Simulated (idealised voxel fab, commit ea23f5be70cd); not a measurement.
Process module in this document: voxel wiring stack
Shown is cross-section cut, with a width of 270 nm and square cells of size 5 nm.
A cross-section in this document is a grid of square cells, and it is written down as bands, the top band listed before the ones below it; a band is made up of one or more rows of cells.
Quick guide to a band line: top height, bottom height (nm) up front; then every material left to right with its width in nm. Only one material and it's marked "all across"? Then it fills the band edge to edge. And "blank" just means empty space.
Where do heights start? At 0: under that level the wafer as delivered is made of one material only. And the lowest band has no floor; it just carries on downward, as in "top 0, no bottom".
Quick explanation for "30..40": the width changes in equal steps down the rows of cells, from the first number in the band's top row to the second number in its bottom row.
"changes: none" after a step means that no cell of the cross-section changed.
Reported under the label "Enclosed void list" are the empty spaces having no open way to the top and comprising 8 cells or more; the notation for each is width x height at distance, in which the distance is measured from the left edge and all three values are in nm.
The remark found on a step's line after its settings is issued by the simulator itself and pertains to that step.
overlay nm: how far to the right of its planned place the mask lay on this masked step (negative: to the left).
**The steps planned for the process are as follows**
| 1 | RECEIVE, material Si |
| 2 | CONFORMAL_DEP, material SiO2, thk nm 15 |
| 3 | CONFORMAL_DEP, material SiN, thk nm 5 |
| 4 | DIRECTIONAL_DEP, material SiO2, thk nm 15 |
| 5 | PATTERN, tone open, mask id METAL_1, material resist, width nm 30, pitch nm 50, thk nm 20, overlay nm 0 |
| 6 | DIRECTIONAL_ETCH, etch materials SiO2, depth nm 15 |
| 7 | DIRECTIONAL_ETCH, etch materials SiN, depth nm 5 |
| 8 | STRIP, etch materials resist |
| 9 | CONFORMAL_DEP, material TiN, thk nm 5 |
| 10 | FILL_DEP, material Cu, thk nm 10 |
| 11 | CMP, height nm 35 |
| 12 | CONFORMAL_DEP, material SiCN, thk nm 5 |
| 13 | DIRECTIONAL_DEP, material lowk, thk nm 25 |
| 14 | MASKED_ETCH, tone open, mask id METAL_2_HOLES, width nm 15, etch materials lowk, depth nm 25, overlay nm 0 |
| 15 | DIRECTIONAL_DEP, material aC, thk nm 10 |
| 16 | PATTERN, tone open, mask id METAL_2, material resist, width nm 30, pitch nm 50, thk nm 25, overlay nm 0 |
| 17 | DIRECTIONAL_ETCH, etch materials aC, depth nm 10 |
| 18 | STRIP, etch materials resist |
| 19 | DIRECTIONAL_ETCH, etch materials lowk, depth nm 15 |
| 20 | DIRECTIONAL_ETCH, etch materials SiCN, depth nm 5 |
| 21 | STRIP, etch materials aC |
| 22 | CONFORMAL_DEP, material TiN, thk nm 5 |
| 23 | FILL_DEP, material Ru, thk nm 5 |
| 24 | CMP, height nm 65 |
| 25 | CONFORMAL_DEP, material SiCN, thk nm 5 |
| 26 | DIRECTIONAL_DEP, material SiO2, thk nm 10 |
| 27 | MASKED_ETCH, tone open, mask id PLUG_2, width nm 15, etch materials SiO2, depth nm 10, overlay nm 0 |
| 28 | MASKED_ETCH, tone open, mask id PLUG_2, width nm 15, etch materials SiCN, depth nm 5, overlay nm 0 |
| 29 | CONFORMAL_DEP, material TiN, thk nm 5 |
| 30 | FILL_DEP, material Ru, thk nm 5 |
| 31 | CMP, height nm 80 |
| 32 | CONFORMAL_DEP, material SiN, thk nm 5 |
| 33 | DIRECTIONAL_DEP, material SiO2, thk nm 20 |
| 34 | MASKED_ETCH, tone open, mask id METAL_3, width nm 30, pitch nm 50, etch materials SiO2, depth nm 20, overlay nm 0 |
| 35 | MASKED_ETCH, tone open, mask id METAL_3, width nm 30, pitch nm 50, etch materials SiN, depth nm 5, overlay nm 0 |
| 36 | CONFORMAL_DEP, material TiN, thk nm 5 |
| 37 | FILL_DEP, material Ru, thk nm 5 |
| 38 | CMP, height nm 105 |
| 39 | CONFORMAL_DEP, material SiN, thk nm 5 |
**Delivered wafer in cross-section: state after step 1**
    top 0, no bottom: Si all across
    Enclosed void list: none
**End state of the module in cross-section, given the above starting point and plan and one mistake in execution**
    top 110, bottom 105: SiN all across
    top 105, bottom 85: SiO2=95; TiN=5; Ru=20; TiN=5; SiO2=20; TiN=5; Ru=20; TiN=5; SiO2=95
    top 85, bottom 80: SiN=95; TiN=30; SiN=20; TiN=30; SiN=95
    top 80, bottom 70: SiO2=95; TiN=5; Ru=5; TiN=5; SiO2=160
    top 70, bottom 65: SiCN=95; TiN=15; SiCN=160
    top 65, bottom 55: lowk=95; TiN=5; Ru=20; TiN=5; lowk=20; TiN=5; Ru=20; TiN=5; lowk=95
    top 55, bottom 50: lowk=95; TiN=5; Ru=5; TiN=20; lowk=20; TiN=30; lowk=95
    top 50, bottom 40: lowk=95; TiN=5; Ru=5; TiN=5; lowk=160
    top 40, bottom 35: SiCN=95; TiN=15; SiCN=160
    top 35, bottom 20: Cu=90; TiN=5; SiO2=30; TiN=5; Cu=10; TiN=5; SiO2=30; TiN=5; Cu=90
    top 20, bottom 15: TiN=95; SiN=30; TiN=20; SiN=30; TiN=95
    top 15, bottom 0: SiO2 all across
    top 0, no bottom: Si all across
    Enclosed void list: none
What broke from the plan during processing? rather than as planned, step 5 actually ran as PATTERN, tone cover, mask id METAL_1, material resist, width nm 30, pitch nm 50, thk nm 20, overlay nm 0
